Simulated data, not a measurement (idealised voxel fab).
process module | voxel transistor to metal
cross-section cut | 205 nm wide | cells 5 nm
A cross-section is a grid of square cells, given in bands from the top down. A band is one or more rows of cells.
Each band's line starts with the height of the band's top and of its bottom, in nm. Then come its materials from left to right, each with its width in nm. One material with "throughout" fills the band from edge to edge. "air" is empty space.
Height 0 is the level under which the wafer as received is all one material. The lowest band goes on downwards, as in "0 down".
A width such as "30 to 40" changes by the same amount from each row of cells to the next, from the band's top row to its bottom row.
"no change" after a step means that no cell of the cross-section changed.
closed voids: empty space of 8 cells or more with no open way to the top, each as width x height at its distance from the left edge, in nm
after a step's settings: what the simulator itself notes on the step
overlay nm, on a step with a mask: how far to the right of its planned place the mask lay; to the left if negative
plan
1 op RECEIVE | material Si
2 op CONFORMAL_DEP | material SiO2 | thk nm 5
3 op CONFORMAL_DEP | material SiN | thk nm 10
4 op DIRECTIONAL_DEP | material aC | thk nm 10
5 op PATTERN | tone cover | mask id ACTIVE | material resist | width nm 135 | thk nm 30 | overlay nm 0
6 op DIRECTIONAL_ETCH | etch materials aC | depth nm 10
7 op STRIP | etch materials resist
8 op DIRECTIONAL_ETCH | etch materials SiN | depth nm 10
9 op DIRECTIONAL_ETCH | etch materials SiO2 | depth nm 5
10 op DIRECTIONAL_ETCH | etch materials Si | depth nm 30
11 op STRIP | etch materials aC
12 op FILL_DEP | material SiO2 | thk nm 15
13 op CMP | height nm 15
14 op SELECTIVE_ETCH | etch materials SiO2 | depth nm 10
15 op STRIP | etch materials SiN
16 op SELECTIVE_ETCH | etch materials SiO2 | depth nm 5
17 op OXIDIZE | depth nm 5
18 op DIRECTIONAL_DEP | material polySi | thk nm 25
19 op DIRECTIONAL_DEP | material SiCN | thk nm 15
20 op MASKED_ETCH | tone cover | mask id GATE | width nm 35 | etch materials SiCN | depth nm 25 | overlay nm 0
21 op MASKED_ETCH | tone cover | mask id GATE | width nm 35 | etch materials polySi | depth nm 35 | overlay nm 0
22 op CONFORMAL_DEP | material SiN | thk nm 10
23 op DIRECTIONAL_ETCH | etch materials SiN | depth nm 10
24 op DIRECTIONAL_ETCH | etch materials SiO2 | depth nm 5
25 op DIRECTIONAL_ETCH | etch materials Si | depth nm 5
26 op EPI | material SiGe | thk nm 5
27 op FILL_DEP | material SiO2 | thk nm 5
28 op CMP | height nm 25
29 op STRIP | etch materials polySi
30 op SELECTIVE_ETCH | etch materials SiO2 | depth nm 5
31 op CONFORMAL_DEP | material HfO2 | thk nm 5
32 op CONFORMAL_DEP | material TiN | thk nm 5
33 op FILL_DEP | material W | thk nm 10
34 op CMP | height nm 20
35 op DIRECTIONAL_DEP | material SiO2 | thk nm 15
36 op PATTERN | tone open | mask id CONTACT | material resist | width nm 20 | pitch nm 95 | thk nm 20 | overlay nm 0
37 op DIRECTIONAL_ETCH | etch materials SiO2 | depth nm 40
38 op STRIP | etch materials resist
39 op CONFORMAL_DEP | material TiN | thk nm 5
40 op FILL_DEP | material W | thk nm 5
41 op CMP | height nm 35
42 op DIRECTIONAL_DEP | material TiN | thk nm 5
43 op DIRECTIONAL_DEP | material W | thk nm 25
44 op DIRECTIONAL_DEP | material aC | thk nm 15
45 op PATTERN | tone cover | mask id METAL_1 | material resist | width nm 20 | pitch nm 95 | thk nm 30 | overlay nm 0
46 op DIRECTIONAL_ETCH | etch materials aC | depth nm 15
47 op STRIP | etch materials resist
48 op DIRECTIONAL_ETCH | etch materials W | depth nm 25
49 op DIRECTIONAL_ETCH | etch materials TiN | depth nm 5
50 op STRIP | etch materials aC
51 op CONFORMAL_DEP | material SiN | thk nm 5
52 op FILL_DEP | material lowk | thk nm 10
53 op CMP | height nm 65
54 op CONFORMAL_DEP | material SiCN | thk nm 5
first wafer, as planned
as received, after step 1
  0 down: Si throughout
  closed voids: none
after step 2
  5 to 0: SiO2 throughout
  below 0: unchanged
after step 3
  15 to 5: SiN throughout
  below 5: unchanged
after step 4
  25 to 15: aC throughout
  below 15: unchanged
after step 5
  55 to 25: air 35 | resist 135 | air 35
  below 25: unchanged
after step 6
  45 to 25: air 35 | resist 135 | air 35
  25 to 15: air 35 | aC 135 | air 35
  below 15: unchanged
after step 7
  25 to 15: air 35 | aC 135 | air 35
  below 15: unchanged
after step 8
  25 to 15: air 35 | aC 135 | air 35
  15 to 5: air 35 | SiN 135 | air 35
  below 5: unchanged
after step 9
  25 to 15: air 35 | aC 135 | air 35
  15 to 5: air 35 | SiN 135 | air 35
  5 to 0: air 35 | SiO2 135 | air 35
  below 0: unchanged
after step 10
  25 to 15: air 35 | aC 135 | air 35
  15 to 5: air 35 | SiN 135 | air 35
  5 to 0: air 35 | SiO2 135 | air 35
  0 to -30: air 35 | Si 135 | air 35
  below -30: unchanged
after step 11
  15 to 5: air 35 | SiN 135 | air 35
  below 5: unchanged
after step 12
  30 to 15: SiO2 throughout
  15 to 5: SiO2 35 | SiN 135 | SiO2 35
  5 to 0: SiO2 throughout
  0 to -30: SiO2 35 | Si 135 | SiO2 35
  below -30: unchanged
after step 13
  15 to 5: SiO2 35 | SiN 135 | SiO2 35
  below 5: unchanged
after step 14
  15 to 5: air 35 | SiN 135 | air 35
  below 5: unchanged
after step 15
  5 to 0: SiO2 throughout
  below 0: unchanged
after step 16
  0 to -30: SiO2 35 | Si 135 | SiO2 35
  below -30: unchanged
after step 17
  0 to -5: SiO2 throughout
  below -5: unchanged
after step 18
  25 to 0: polySi throughout
  below 0: unchanged
after step 19
  40 to 25: SiCN throughout
  below 25: unchanged
after step 20
  40 to 25: air 85 | SiCN 35 | air 85
  below 25: unchanged
after step 21
  40 to 25: air 85 | SiCN 35 | air 85
  25 to 0: air 85 | polySi 35 | air 85
  below 0: unchanged
after step 22
  50 to 40: air 75 | SiN 55 | air 75
  40 to 25: air 75 | SiN 10 | SiCN 35 | SiN 10 | air 75
  25 to 10: air 75 | SiN 10 | polySi 35 | SiN 10 | air 75
  10 to 0: SiN 85 | polySi 35 | SiN 85
  below 0: unchanged
after step 23
  40 to 25: air 75 | SiN 10 | SiCN 35 | SiN 10 | air 75
  25 to 0: air 75 | SiN 10 | polySi 35 | SiN 10 | air 75
  below 0: unchanged
after step 24
  40 to 25: air 75 | SiN 10 | SiCN 35 | SiN 10 | air 75
  25 to 0: air 75 | SiN 10 | polySi 35 | SiN 10 | air 75
  0 to -5: air 75 | SiO2 55 | air 75
  below -5: unchanged
after step 25
  40 to 25: air 75 | SiN 10 | SiCN 35 | SiN 10 | air 75
  25 to 0: air 75 | SiN 10 | polySi 35 | SiN 10 | air 75
  0 to -5: air 75 | SiO2 55 | air 75
  -5 to -10: SiO2 35 | air 40 | Si 55 | air 40 | SiO2 35
  below -10: unchanged
after step 26
  40 to 25: air 75 | SiN 10 | SiCN 35 | SiN 10 | air 75
  25 to 0: air 75 | SiN 10 | polySi 35 | SiN 10 | air 75
  0 to -5: air 70 | SiGe 5 | SiO2 55 | SiGe 5 | air 70
  -5 to -10: SiO2 35 | SiGe 40 | Si 55 | SiGe 40 | SiO2 35
  below -10: unchanged
after step 27
  45 to 40: SiO2 throughout
  40 to 25: SiO2 75 | SiN 10 | SiCN 35 | SiN 10 | SiO2 75
  25 to 0: SiO2 75 | SiN 10 | polySi 35 | SiN 10 | SiO2 75
  0 to -5: SiO2 70 | SiGe 5 | SiO2 55 | SiGe 5 | SiO2 70
  below -5: unchanged
after step 28
  25 to 0: SiO2 75 | SiN 10 | polySi 35 | SiN 10 | SiO2 75
  below 0: unchanged
after step 29
  25 to 0: SiO2 75 | SiN 10 | air 35 | SiN 10 | SiO2 75
  below 0: unchanged
after step 30
  25 to 20: air 75 | SiN 10 | air 35 | SiN 10 | air 75
  20 to 0: SiO2 75 | SiN 10 | air 35 | SiN 10 | SiO2 75
  0 to -5: SiO2 70 | SiGe 5 | SiO2 5 | air 45 | SiO2 5 | SiGe 5 | SiO2 70
  below -5: unchanged
after step 31
  30 to 25: air 70 | HfO2 20 | air 25 | HfO2 20 | air 70
  25 to 20: HfO2 75 | SiN 10 | HfO2 5 | air 25 | HfO2 5 | SiN 10 | HfO2 75
  20 to 0: SiO2 75 | SiN 10 | HfO2 5 | air 25 | HfO2 5 | SiN 10 | SiO2 75
  0 to -5: SiO2 70 | SiGe 5 | SiO2 5 | HfO2 45 | SiO2 5 | SiGe 5 | SiO2 70
  below -5: unchanged
after step 32
  35 to 30: air 65 | TiN 30 | air 15 | TiN 30 | air 65
  30 to 25: TiN 70 | HfO2 20 | TiN 5 | air 15 | TiN 5 | HfO2 20 | TiN 70
  25 to 20: HfO2 75 | SiN 10 | HfO2 5 | TiN 5 | air 15 | TiN 5 | HfO2 5 | SiN 10 | HfO2 75
  20 to 5: SiO2 75 | SiN 10 | HfO2 5 | TiN 5 | air 15 | TiN 5 | HfO2 5 | SiN 10 | SiO2 75
  5 to 0: SiO2 75 | SiN 10 | HfO2 5 | TiN 25 | HfO2 5 | SiN 10 | SiO2 75
  below 0: unchanged
after step 33
  45 to 35: W throughout
  35 to 30: W 65 | TiN 30 | W 15 | TiN 30 | W 65
  30 to 25: TiN 70 | HfO2 20 | TiN 5 | W 15 | TiN 5 | HfO2 20 | TiN 70
  25 to 20: HfO2 75 | SiN 10 | HfO2 5 | TiN 5 | W 15 | TiN 5 | HfO2 5 | SiN 10 | HfO2 75
  20 to 5: SiO2 75 | SiN 10 | HfO2 5 | TiN 5 | W 15 | TiN 5 | HfO2 5 | SiN 10 | SiO2 75
  below 5: unchanged
after step 34
  20 to 5: SiO2 75 | SiN 10 | HfO2 5 | TiN 5 | W 15 | TiN 5 | HfO2 5 | SiN 10 | SiO2 75
  below 5: unchanged
after step 35
  35 to 20: SiO2 throughout
  below 20: unchanged
after step 36
  55 to 35: resist 45 | air 20 | resist 75 | air 20 | resist 45
  below 35: unchanged
after step 37
  55 to 35: resist 45 | air 20 | resist 75 | air 20 | resist 45
  35 to 20: SiO2 45 | air 20 | SiO2 75 | air 20 | SiO2 45
  20 to 5: SiO2 45 | air 20 | SiO2 10 | SiN 10 | HfO2 5 | TiN 5 | W 15 | TiN 5 | HfO2 5 | SiN 10 | SiO2 10 | air 20 | SiO2 45
  5 to 0: SiO2 45 | air 20 | SiO2 10 | SiN 10 | HfO2 5 | TiN 25 | HfO2 5 | SiN 10 | SiO2 10 | air 20 | SiO2 45
  0 to -5: SiO2 45 | air 20 | SiO2 5 | SiGe 5 | SiO2 5 | HfO2 45 | SiO2 5 | SiGe 5 | SiO2 5 | air 20 | SiO2 45
  below -5: unchanged
after step 38
  35 to 20: SiO2 45 | air 20 | SiO2 75 | air 20 | SiO2 45
  below 20: unchanged
after step 39
  40 to 35: TiN 50 | air 10 | TiN 85 | air 10 | TiN 50
  35 to 20: SiO2 45 | TiN 5 | air 10 | TiN 5 | SiO2 75 | TiN 5 | air 10 | TiN 5 | SiO2 45
  20 to 5: SiO2 45 | TiN 5 | air 10 | TiN 5 | SiO2 10 | SiN 10 | HfO2 5 | TiN 5 | W 15 | TiN 5 | HfO2 5 | SiN 10 | SiO2 10 | TiN 5 | air 10 | TiN 5 | SiO2 45
  5 to 0: SiO2 45 | TiN 5 | air 10 | TiN 5 | SiO2 10 | SiN 10 | HfO2 5 | TiN 25 | HfO2 5 | SiN 10 | SiO2 10 | TiN 5 | air 10 | TiN 5 | SiO2 45
  0 to -5: SiO2 45 | TiN 20 | SiO2 5 | SiGe 5 | SiO2 5 | HfO2 45 | SiO2 5 | SiGe 5 | SiO2 5 | TiN 20 | SiO2 45
  below -5: unchanged
after step 40
  45 to 40: W throughout
  40 to 35: TiN 50 | W 10 | TiN 85 | W 10 | TiN 50
  35 to 20: SiO2 45 | TiN 5 | W 10 | TiN 5 | SiO2 75 | TiN 5 | W 10 | TiN 5 | SiO2 45
  20 to 5: SiO2 45 | TiN 5 | W 10 | TiN 5 | SiO2 10 | SiN 10 | HfO2 5 | TiN 5 | W 15 | TiN 5 | HfO2 5 | SiN 10 | SiO2 10 | TiN 5 | W 10 | TiN 5 | SiO2 45
  5 to 0: SiO2 45 | TiN 5 | W 10 | TiN 5 | SiO2 10 | SiN 10 | HfO2 5 | TiN 25 | HfO2 5 | SiN 10 | SiO2 10 | TiN 5 | W 10 | TiN 5 | SiO2 45
  below 0: unchanged
after step 41
  35 to 20: SiO2 45 | TiN 5 | W 10 | TiN 5 | SiO2 75 | TiN 5 | W 10 | TiN 5 | SiO2 45
  below 20: unchanged
after step 42
  40 to 35: TiN throughout
  below 35: unchanged
after step 43
  65 to 40: W throughout
  below 40: unchanged
after step 44
  80 to 65: aC throughout
  below 65: unchanged
after step 45
  110 to 80: air 45 | resist 20 | air 75 | resist 20 | air 45
  below 80: unchanged
after step 46
  95 to 80: air 45 | resist 20 | air 75 | resist 20 | air 45
  80 to 65: air 45 | aC 20 | air 75 | aC 20 | air 45
  below 65: unchanged
after step 47
  80 to 65: air 45 | aC 20 | air 75 | aC 20 | air 45
  below 65: unchanged
after step 48
  80 to 65: air 45 | aC 20 | air 75 | aC 20 | air 45
  65 to 40: air 45 | W 20 | air 75 | W 20 | air 45
  below 40: unchanged
after step 49
  80 to 65: air 45 | aC 20 | air 75 | aC 20 | air 45
  65 to 40: air 45 | W 20 | air 75 | W 20 | air 45
  40 to 35: air 45 | TiN 20 | air 75 | TiN 20 | air 45
  below 35: unchanged
after step 50
  65 to 40: air 45 | W 20 | air 75 | W 20 | air 45
  below 40: unchanged
after step 51
  70 to 65: air 40 | SiN 30 | air 65 | SiN 30 | air 40
  65 to 40: air 40 | SiN 5 | W 20 | SiN 5 | air 65 | SiN 5 | W 20 | SiN 5 | air 40
  40 to 35: SiN 45 | TiN 20 | SiN 75 | TiN 20 | SiN 45
  below 35: unchanged
after step 52
  80 to 70: lowk throughout
  70 to 65: lowk 40 | SiN 30 | lowk 65 | SiN 30 | lowk 40
  65 to 40: lowk 40 | SiN 5 | W 20 | SiN 5 | lowk 65 | SiN 5 | W 20 | SiN 5 | lowk 40
  below 40: unchanged
after step 53
  65 to 40: lowk 40 | SiN 5 | W 20 | SiN 5 | lowk 65 | SiN 5 | W 20 | SiN 5 | lowk 40
  below 40: unchanged
after step 54
  70 to 65: SiCN throughout
  below 65: unchanged
second wafer: like start, like plan, one mistake. Through step 4 it matches the first wafer
when step 5 should have ended
  55 to 25: air 45 | resist 135 | air 25
  below 25: unchanged
when step 6 should have ended
  45 to 25: air 45 | resist 135 | air 25
  25 to 15: air 45 | aC 135 | air 25
  below 15: unchanged
when step 7 should have ended
  25 to 15: air 45 | aC 135 | air 25
  below 15: unchanged
when step 8 should have ended
  25 to 15: air 45 | aC 135 | air 25
  15 to 5: air 45 | SiN 135 | air 25
  below 5: unchanged
when step 9 should have ended
  25 to 15: air 45 | aC 135 | air 25
  15 to 5: air 45 | SiN 135 | air 25
  5 to 0: air 45 | SiO2 135 | air 25
  below 0: unchanged
when step 10 should have ended
  25 to 15: air 45 | aC 135 | air 25
  15 to 5: air 45 | SiN 135 | air 25
  5 to 0: air 45 | SiO2 135 | air 25
  0 to -30: air 45 | Si 135 | air 25
  below -30: unchanged
when step 11 should have ended
  15 to 5: air 45 | SiN 135 | air 25
  below 5: unchanged
when step 12 should have ended
  30 to 15: SiO2 throughout
  15 to 5: SiO2 45 | SiN 135 | SiO2 25
  5 to 0: SiO2 throughout
  0 to -30: SiO2 45 | Si 135 | SiO2 25
  below -30: unchanged
when step 13 should have ended
  15 to 5: SiO2 45 | SiN 135 | SiO2 25
  below 5: unchanged
when step 14 should have ended
  15 to 5: air 45 | SiN 135 | air 25
  below 5: unchanged
when step 15 should have ended
  5 to 0: SiO2 throughout
  below 0: unchanged
when step 16 should have ended
  0 to -30: SiO2 45 | Si 135 | SiO2 25
  below -30: unchanged
when step 17 should have ended
  0 to -5: SiO2 throughout
  below -5: unchanged
when step 18 should have ended
  25 to 0: polySi throughout
  below 0: unchanged
when step 19 should have ended
  40 to 25: SiCN throughout
  below 25: unchanged
when step 20 should have ended
  40 to 25: air 85 | SiCN 35 | air 85
  below 25: unchanged
when step 21 should have ended
  40 to 25: air 85 | SiCN 35 | air 85
  25 to 0: air 85 | polySi 35 | air 85
  below 0: unchanged
when step 22 should have ended
  50 to 40: air 75 | SiN 55 | air 75
  40 to 25: air 75 | SiN 10 | SiCN 35 | SiN 10 | air 75
  25 to 10: air 75 | SiN 10 | polySi 35 | SiN 10 | air 75
  10 to 0: SiN 85 | polySi 35 | SiN 85
  below 0: unchanged
when step 23 should have ended
  40 to 25: air 75 | SiN 10 | SiCN 35 | SiN 10 | air 75
  25 to 0: air 75 | SiN 10 | polySi 35 | SiN 10 | air 75
  below 0: unchanged
when step 24 should have ended
  40 to 25: air 75 | SiN 10 | SiCN 35 | SiN 10 | air 75
  25 to 0: air 75 | SiN 10 | polySi 35 | SiN 10 | air 75
  0 to -5: air 75 | SiO2 55 | air 75
  below -5: unchanged
when step 25 should have ended
  40 to 25: air 75 | SiN 10 | SiCN 35 | SiN 10 | air 75
  25 to 0: air 75 | SiN 10 | polySi 35 | SiN 10 | air 75
  0 to -5: air 75 | SiO2 55 | air 75
  -5 to -10: SiO2 45 | air 30 | Si 55 | air 50 | SiO2 25
  below -10: unchanged
when step 26 should have ended
  40 to 25: air 75 | SiN 10 | SiCN 35 | SiN 10 | air 75
  25 to 0: air 75 | SiN 10 | polySi 35 | SiN 10 | air 75
  0 to -5: air 70 | SiGe 5 | SiO2 55 | SiGe 5 | air 70
  -5 to -10: SiO2 45 | SiGe 30 | Si 55 | SiGe 50 | SiO2 25
  below -10: unchanged
when step 27 should have ended
  45 to 40: SiO2 throughout
  40 to 25: SiO2 75 | SiN 10 | SiCN 35 | SiN 10 | SiO2 75
  25 to 0: SiO2 75 | SiN 10 | polySi 35 | SiN 10 | SiO2 75
  0 to -5: SiO2 70 | SiGe 5 | SiO2 55 | SiGe 5 | SiO2 70
  below -5: unchanged
when step 28 should have ended
  25 to 0: SiO2 75 | SiN 10 | polySi 35 | SiN 10 | SiO2 75
  below 0: unchanged
when step 29 should have ended
  25 to 0: SiO2 75 | SiN 10 | air 35 | SiN 10 | SiO2 75
  below 0: unchanged
when step 30 should have ended
  25 to 20: air 75 | SiN 10 | air 35 | SiN 10 | air 75
  20 to 0: SiO2 75 | SiN 10 | air 35 | SiN 10 | SiO2 75
  0 to -5: SiO2 70 | SiGe 5 | SiO2 5 | air 45 | SiO2 5 | SiGe 5 | SiO2 70
  below -5: unchanged
when step 31 should have ended
  30 to 25: air 70 | HfO2 20 | air 25 | HfO2 20 | air 70
  25 to 20: HfO2 75 | SiN 10 | HfO2 5 | air 25 | HfO2 5 | SiN 10 | HfO2 75
  20 to 0: SiO2 75 | SiN 10 | HfO2 5 | air 25 | HfO2 5 | SiN 10 | SiO2 75
  0 to -5: SiO2 70 | SiGe 5 | SiO2 5 | HfO2 45 | SiO2 5 | SiGe 5 | SiO2 70
  below -5: unchanged
when step 32 should have ended
  35 to 30: air 65 | TiN 30 | air 15 | TiN 30 | air 65
  30 to 25: TiN 70 | HfO2 20 | TiN 5 | air 15 | TiN 5 | HfO2 20 | TiN 70
  25 to 20: HfO2 75 | SiN 10 | HfO2 5 | TiN 5 | air 15 | TiN 5 | HfO2 5 | SiN 10 | HfO2 75
  20 to 5: SiO2 75 | SiN 10 | HfO2 5 | TiN 5 | air 15 | TiN 5 | HfO2 5 | SiN 10 | SiO2 75
  5 to 0: SiO2 75 | SiN 10 | HfO2 5 | TiN 25 | HfO2 5 | SiN 10 | SiO2 75
  below 0: unchanged
when step 33 should have ended
  45 to 35: W throughout
  35 to 30: W 65 | TiN 30 | W 15 | TiN 30 | W 65
  30 to 25: TiN 70 | HfO2 20 | TiN 5 | W 15 | TiN 5 | HfO2 20 | TiN 70
  25 to 20: HfO2 75 | SiN 10 | HfO2 5 | TiN 5 | W 15 | TiN 5 | HfO2 5 | SiN 10 | HfO2 75
  20 to 5: SiO2 75 | SiN 10 | HfO2 5 | TiN 5 | W 15 | TiN 5 | HfO2 5 | SiN 10 | SiO2 75
  below 5: unchanged
when step 34 should have ended
  20 to 5: SiO2 75 | SiN 10 | HfO2 5 | TiN 5 | W 15 | TiN 5 | HfO2 5 | SiN 10 | SiO2 75
  below 5: unchanged
when step 35 should have ended
  35 to 20: SiO2 throughout
  below 20: unchanged
when step 36 should have ended
  55 to 35: resist 45 | air 20 | resist 75 | air 20 | resist 45
  below 35: unchanged
when step 37 should have ended
  55 to 35: resist 45 | air 20 | resist 75 | air 20 | resist 45
  35 to 20: SiO2 45 | air 20 | SiO2 75 | air 20 | SiO2 45
  20 to 5: SiO2 45 | air 20 | SiO2 10 | SiN 10 | HfO2 5 | TiN 5 | W 15 | TiN 5 | HfO2 5 | SiN 10 | SiO2 10 | air 20 | SiO2 45
  5 to 0: SiO2 45 | air 20 | SiO2 10 | SiN 10 | HfO2 5 | TiN 25 | HfO2 5 | SiN 10 | SiO2 10 | air 20 | SiO2 45
  0 to -5: SiO2 45 | air 20 | SiO2 5 | SiGe 5 | SiO2 5 | HfO2 45 | SiO2 5 | SiGe 5 | SiO2 5 | air 20 | SiO2 45
  below -5: unchanged
when step 38 should have ended
  35 to 20: SiO2 45 | air 20 | SiO2 75 | air 20 | SiO2 45
  below 20: unchanged
when step 39 should have ended
  40 to 35: TiN 50 | air 10 | TiN 85 | air 10 | TiN 50
  35 to 20: SiO2 45 | TiN 5 | air 10 | TiN 5 | SiO2 75 | TiN 5 | air 10 | TiN 5 | SiO2 45
  20 to 5: SiO2 45 | TiN 5 | air 10 | TiN 5 | SiO2 10 | SiN 10 | HfO2 5 | TiN 5 | W 15 | TiN 5 | HfO2 5 | SiN 10 | SiO2 10 | TiN 5 | air 10 | TiN 5 | SiO2 45
  5 to 0: SiO2 45 | TiN 5 | air 10 | TiN 5 | SiO2 10 | SiN 10 | HfO2 5 | TiN 25 | HfO2 5 | SiN 10 | SiO2 10 | TiN 5 | air 10 | TiN 5 | SiO2 45
  0 to -5: SiO2 45 | TiN 20 | SiO2 5 | SiGe 5 | SiO2 5 | HfO2 45 | SiO2 5 | SiGe 5 | SiO2 5 | TiN 20 | SiO2 45
  below -5: unchanged
when step 40 should have ended
  45 to 40: W throughout
  40 to 35: TiN 50 | W 10 | TiN 85 | W 10 | TiN 50
  35 to 20: SiO2 45 | TiN 5 | W 10 | TiN 5 | SiO2 75 | TiN 5 | W 10 | TiN 5 | SiO2 45
  20 to 5: SiO2 45 | TiN 5 | W 10 | TiN 5 | SiO2 10 | SiN 10 | HfO2 5 | TiN 5 | W 15 | TiN 5 | HfO2 5 | SiN 10 | SiO2 10 | TiN 5 | W 10 | TiN 5 | SiO2 45
  5 to 0: SiO2 45 | TiN 5 | W 10 | TiN 5 | SiO2 10 | SiN 10 | HfO2 5 | TiN 25 | HfO2 5 | SiN 10 | SiO2 10 | TiN 5 | W 10 | TiN 5 | SiO2 45
  below 0: unchanged
when step 41 should have ended
  35 to 20: SiO2 45 | TiN 5 | W 10 | TiN 5 | SiO2 75 | TiN 5 | W 10 | TiN 5 | SiO2 45
  below 20: unchanged
when step 42 should have ended
  40 to 35: TiN throughout
  below 35: unchanged
when step 43 should have ended
  65 to 40: W throughout
  below 40: unchanged
when step 44 should have ended
  80 to 65: aC throughout
  below 65: unchanged
when step 45 should have ended
  110 to 80: air 45 | resist 20 | air 75 | resist 20 | air 45
  below 80: unchanged
when step 46 should have ended
  95 to 80: air 45 | resist 20 | air 75 | resist 20 | air 45
  80 to 65: air 45 | aC 20 | air 75 | aC 20 | air 45
  below 65: unchanged
when step 47 should have ended
  80 to 65: air 45 | aC 20 | air 75 | aC 20 | air 45
  below 65: unchanged
when step 48 should have ended
  80 to 65: air 45 | aC 20 | air 75 | aC 20 | air 45
  65 to 40: air 45 | W 20 | air 75 | W 20 | air 45
  below 40: unchanged
when step 49 should have ended
  80 to 65: air 45 | aC 20 | air 75 | aC 20 | air 45
  65 to 40: air 45 | W 20 | air 75 | W 20 | air 45
  40 to 35: air 45 | TiN 20 | air 75 | TiN 20 | air 45
  below 35: unchanged
when step 50 should have ended
  65 to 40: air 45 | W 20 | air 75 | W 20 | air 45
  below 40: unchanged
when step 51 should have ended
  70 to 65: air 40 | SiN 30 | air 65 | SiN 30 | air 40
  65 to 40: air 40 | SiN 5 | W 20 | SiN 5 | air 65 | SiN 5 | W 20 | SiN 5 | air 40
  40 to 35: SiN 45 | TiN 20 | SiN 75 | TiN 20 | SiN 45
  below 35: unchanged
when step 52 should have ended
  80 to 70: lowk throughout
  70 to 65: lowk 40 | SiN 30 | lowk 65 | SiN 30 | lowk 40
  65 to 40: lowk 40 | SiN 5 | W 20 | SiN 5 | lowk 65 | SiN 5 | W 20 | SiN 5 | lowk 40
  below 40: unchanged
when step 53 should have ended
  65 to 40: lowk 40 | SiN 5 | W 20 | SiN 5 | lowk 65 | SiN 5 | W 20 | SiN 5 | lowk 40
  below 40: unchanged
when step 54 should have ended
  70 to 65: SiCN throughout
  below 65: unchanged
what went wrong: step 5 ran as: op PATTERN | tone cover | mask id ACTIVE | material resist | width nm 135 | thk nm 30 | overlay nm 10
at the end the second wafer has, in cells: as many of each material as the first, in other places
